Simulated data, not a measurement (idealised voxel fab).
Herein follows the process module entitled voxel wiring stack.
We display cut, a cross-section 280 nm in width whose square cells are each 5 nm.
Cross-section = grid of square cells, listed top down in bands; band = one or more rows. Heads up on the band format: heights come first, top then bottom, in nm. After that it's the materials left to right, each with its width in nm. A single material flagged "everywhere" fills the whole band edge to edge, and "air" means there's empty space there. Height 0 is the level under which the wafer as received is all one material. The lowest band goes on downwards, as in "0 nm and below". When a width is written as two numbers, as in "30 to 40", the first number is the width in the top row of cells of the band and the second is the width in its bottom row, and the width changes by the same amount from each row to the next. It should be understood that the words "nothing got changed", when stated for a given step, signify that the cross-section underwent no change in any of its cells during that step. Listed in "Enclosed void entries": every empty space of 8 or more cells without an open way to the top. Form: width x height at distance, the distance being from the left edge, all in nm. after a step's settings: what the simulator itself notes on the step. The optional step-line setting "overlay nm" applies to steps with a mask and quantifies how far to the right of its planned location the mask lay, a negative value indicating leftward placement.

-- Planned step list for the process
- 1: RECEIVE [material Si]
- 2: CONFORMAL_DEP [material SiO2] [thk nm 10]
- 3: CONFORMAL_DEP [material SiCN] [thk nm 5]
- 4: DIRECTIONAL_DEP [material lowk] [thk nm 25]
- 5: DIRECTIONAL_DEP [material aC] [thk nm 10]
- 6: PATTERN [tone open] [mask id METAL_1] [material resist] [width nm 30] [pitch nm 55] [thk nm 30] [overlay nm 0]
- 7: DIRECTIONAL_ETCH [etch materials aC] [depth nm 10]
- 8: STRIP [etch materials resist]
- 9: DIRECTIONAL_ETCH [etch materials lowk] [depth nm 25]
- 10: DIRECTIONAL_ETCH [etch materials SiCN] [depth nm 5]
- 11: STRIP [etch materials aC]
- 12: CONFORMAL_DEP [material TiN] [thk nm 5]
- 13: FILL_DEP [material Ru] [thk nm 5]
- 14: CMP [height nm 40]
- 15: EPI [material Ru] [thk nm 5]
- 16: FILL_DEP [material SiCN] [thk nm 5]
- 17: DIRECTIONAL_DEP [material lowk] [thk nm 15]
- 18: DIRECTIONAL_DEP [material aC] [thk nm 15]
- 19: PATTERN [tone open] [mask id PLUG_1] [material resist] [width nm 15] [pitch nm 110] [thk nm 35] [overlay nm 0]
- 20: DIRECTIONAL_ETCH [etch materials aC] [depth nm 15]
- 21: STRIP [etch materials resist]
- 22: DIRECTIONAL_ETCH [etch materials lowk] [depth nm 15]
- 23: DIRECTIONAL_ETCH [etch materials SiCN] [depth nm 5]
- 24: STRIP [etch materials aC]
- 25: EPI [material Ru] [thk nm 10]
- 26: EPI [material Ru] [thk nm 10]
- 27: DIRECTIONAL_DEP [material TiN] [thk nm 5]
- 28: DIRECTIONAL_DEP [material W] [thk nm 25]
- 29: DIRECTIONAL_DEP [material aC] [thk nm 10]
- 30: PATTERN [tone cover] [mask id METAL_2] [material resist] [width nm 30] [pitch nm 55] [thk nm 30] [overlay nm 0]
- 31: DIRECTIONAL_ETCH [etch materials aC] [depth nm 10]
- 32: STRIP [etch materials resist]
- 33: DIRECTIONAL_ETCH [etch materials W] [depth nm 25]
- 34: DIRECTIONAL_ETCH [etch materials TiN] [depth nm 5]
- 35: STRIP [etch materials aC]
- 36: CONFORMAL_DEP [material SiCN] [thk nm 5]
- 37: FILL_DEP [material lowk] [thk nm 5]
- 38: CMP [height nm 95]
- 39: CONFORMAL_DEP [material SiCN] [thk nm 5]
- 40: DIRECTIONAL_DEP [material SiO2] [thk nm 20]
- 41: MASKED_ETCH [tone open] [mask id PLUG_2] [width nm 15] [pitch nm 55] [etch materials SiO2] [depth nm 20] [overlay nm 0]
- 42: MASKED_ETCH [tone open] [mask id PLUG_2] [width nm 15] [pitch nm 55] [etch materials SiCN] [depth nm 5] [overlay nm 0]
- 43: EPI [material Ru] [thk nm 10]
- 44: EPI [material Ru] [thk nm 10]
- 45: EPI [material Ru] [thk nm 5]
- 46: DIRECTIONAL_DEP [material TiN] [thk nm 5]
- 47: DIRECTIONAL_DEP [material Ru] [thk nm 25]
- 48: MASKED_ETCH [tone cover] [mask id METAL_3] [width nm 30] [pitch nm 55] [etch materials Ru] [depth nm 25] [overlay nm 0]
- 49: MASKED_ETCH [tone cover] [mask id METAL_3] [width nm 30] [pitch nm 55] [etch materials TiN] [depth nm 5] [overlay nm 0]
- 50: FILL_DEP [material lowk] [thk nm 5]
- 51: CMP [height nm 140]
- 52: CONFORMAL_DEP [material SiN] [thk nm 5]
For this document, wafers share an identical start and vary in the step 51 height nm; the plan quotes the first wafer's value.

-- Received wafers, first of several: cross-section after step 1
- 0 nm and below = Si everywhere
- Enclosed void entries: none

-- End of module: cross-section of the first of several wafers after step 52, the last step
- 145 nm to 140 nm = SiN everywhere
- 140 nm to 125 nm = 40 of lowk, then 30 of Ru, then 25 of lowk, then 30 of Ru, then 25 of lowk, then 30 of Ru, then 25 of lowk, then 30 of Ru, then 45 of lowk
- 125 nm to 120 nm = 40 of lowk, then 30 of TiN, then 25 of lowk, then 30 of TiN, then 25 of lowk, then 30 of TiN, then 25 of lowk, then 30 of TiN, then 45 of lowk
- 120 nm to 100 nm = 40 of SiO2, then 15 of Ru, then 40 of SiO2, then 15 of Ru, then 40 of SiO2, then 15 of Ru, then 40 of SiO2, then 15 of Ru, then 60 of SiO2
- 100 nm to 95 nm = 40 of SiCN, then 15 of Ru, then 40 of SiCN, then 15 of Ru, then 40 of SiCN, then 15 of Ru, then 40 of SiCN, then 15 of Ru, then 60 of SiCN
- 95 nm to 70 nm = 35 of lowk, then 5 of SiCN, then 30 of W, then 5 of SiCN, then 15 of lowk, then 5 of SiCN, then 30 of W, then 5 of SiCN, then 15 of lowk, then 5 of SiCN, then 30 of W, then 5 of SiCN, then 15 of lowk, then 5 of SiCN, then 30 of W, then 5 of SiCN, then 40 of lowk
- 70 nm to 65 nm = 40 of SiCN, then 30 of TiN, then 25 of SiCN, then 30 of TiN, then 25 of SiCN, then 30 of TiN, then 25 of SiCN, then 30 of TiN, then 45 of SiCN
- 65 nm to 50 nm = 40 of lowk, then 15 of Ru, then 95 of lowk, then 15 of Ru, then 115 of lowk
- 50 nm to 45 nm = 40 of SiCN, then 15 of Ru, then 95 of SiCN, then 15 of Ru, then 115 of SiCN
- 45 nm to 40 nm = 35 of SiCN, then 40 of Ru, then 15 of SiCN, then 40 of Ru, then 15 of SiCN, then 40 of Ru, then 15 of SiCN, then 40 of Ru, then 40 of SiCN
- 40 nm to 15 nm = 40 of lowk, then 5 of TiN, then 20 of Ru, then 5 of TiN, then 25 of lowk, then 5 of TiN, then 20 of Ru, then 5 of TiN, then 25 of lowk, then 5 of TiN, then 20 of Ru, then 5 of TiN, then 25 of lowk, then 5 of TiN, then 20 of Ru, then 5 of TiN, then 45 of lowk
- 15 nm to 10 nm = 40 of SiCN, then 30 of TiN, then 25 of SiCN, then 30 of TiN, then 25 of SiCN, then 30 of TiN, then 25 of SiCN, then 30 of TiN, then 45 of SiCN
- 10 nm to 0 nm = SiO2 everywhere
- 0 nm and below = Si everywhere
- Enclosed void entries: none

-- Final wafer cross-section at module end
- 160 nm to 155 nm = SiN everywhere
- 155 nm to 150 nm = lowk everywhere
- 150 nm to 125 nm = 40 of lowk, then 30 of Ru, then 25 of lowk, then 30 of Ru, then 25 of lowk, then 30 of Ru, then 25 of lowk, then 30 of Ru, then 45 of lowk
- 125 nm to 120 nm = 40 of lowk, then 30 of TiN, then 25 of lowk, then 30 of TiN, then 25 of lowk, then 30 of TiN, then 25 of lowk, then 30 of TiN, then 45 of lowk
- 120 nm to 100 nm = 40 of SiO2, then 15 of Ru, then 40 of SiO2, then 15 of Ru, then 40 of SiO2, then 15 of Ru, then 40 of SiO2, then 15 of Ru, then 60 of SiO2
- 100 nm to 95 nm = 40 of SiCN, then 15 of Ru, then 40 of SiCN, then 15 of Ru, then 40 of SiCN, then 15 of Ru, then 40 of SiCN, then 15 of Ru, then 60 of SiCN
- 95 nm to 70 nm = 35 of lowk, then 5 of SiCN, then 30 of W, then 5 of SiCN, then 15 of lowk, then 5 of SiCN, then 30 of W, then 5 of SiCN, then 15 of lowk, then 5 of SiCN, then 30 of W, then 5 of SiCN, then 15 of lowk, then 5 of SiCN, then 30 of W, then 5 of SiCN, then 40 of lowk
- 70 nm to 65 nm = 40 of SiCN, then 30 of TiN, then 25 of SiCN, then 30 of TiN, then 25 of SiCN, then 30 of TiN, then 25 of SiCN, then 30 of TiN, then 45 of SiCN
- 65 nm to 50 nm = 40 of lowk, then 15 of Ru, then 95 of lowk, then 15 of Ru, then 115 of lowk
- 50 nm to 45 nm = 40 of SiCN, then 15 of Ru, then 95 of SiCN, then 15 of Ru, then 115 of SiCN
- 45 nm to 40 nm = 35 of SiCN, then 40 of Ru, then 15 of SiCN, then 40 of Ru, then 15 of SiCN, then 40 of Ru, then 15 of SiCN, then 40 of Ru, then 40 of SiCN
- 40 nm to 15 nm = 40 of lowk, then 5 of TiN, then 20 of Ru, then 5 of TiN, then 25 of lowk, then 5 of TiN, then 20 of Ru, then 5 of TiN, then 25 of lowk, then 5 of TiN, then 20 of Ru, then 5 of TiN, then 25 of lowk, then 5 of TiN, then 20 of Ru, then 5 of TiN, then 45 of lowk
- 15 nm to 10 nm = 40 of SiCN, then 30 of TiN, then 25 of SiCN, then 30 of TiN, then 25 of SiCN, then 30 of TiN, then 25 of SiCN, then 30 of TiN, then 45 of SiCN
- 10 nm to 0 nm = SiO2 everywhere
- 0 nm and below = Si everywhere
- Enclosed void entries: none

-- For your reference, the table is organized with a row per wafer; each row reflects the wafer at the end of the module, indicating for each material the cells gained (+) or lost (-) since receipt, and thereafter its closed voids
height nm 140 | +268 Ru | +222 SiCN | +56 SiN | +288 SiO2 | +112 TiN | +120 W | +558 lowk | Enclosed void entries: none
height nm 145 | +292 Ru | +222 SiCN | +56 SiN | +288 SiO2 | +112 TiN | +120 W | +590 lowk | Enclosed void entries: none
height nm 150 | +316 Ru | +222 SiCN | +56 SiN | +288 SiO2 | +112 TiN | +120 W | +622 lowk | Enclosed void entries: none
height nm 155 | +316 Ru | +222 SiCN | +56 SiN | +288 SiO2 | +112 TiN | +120 W | +678 lowk | Enclosed void entries: none
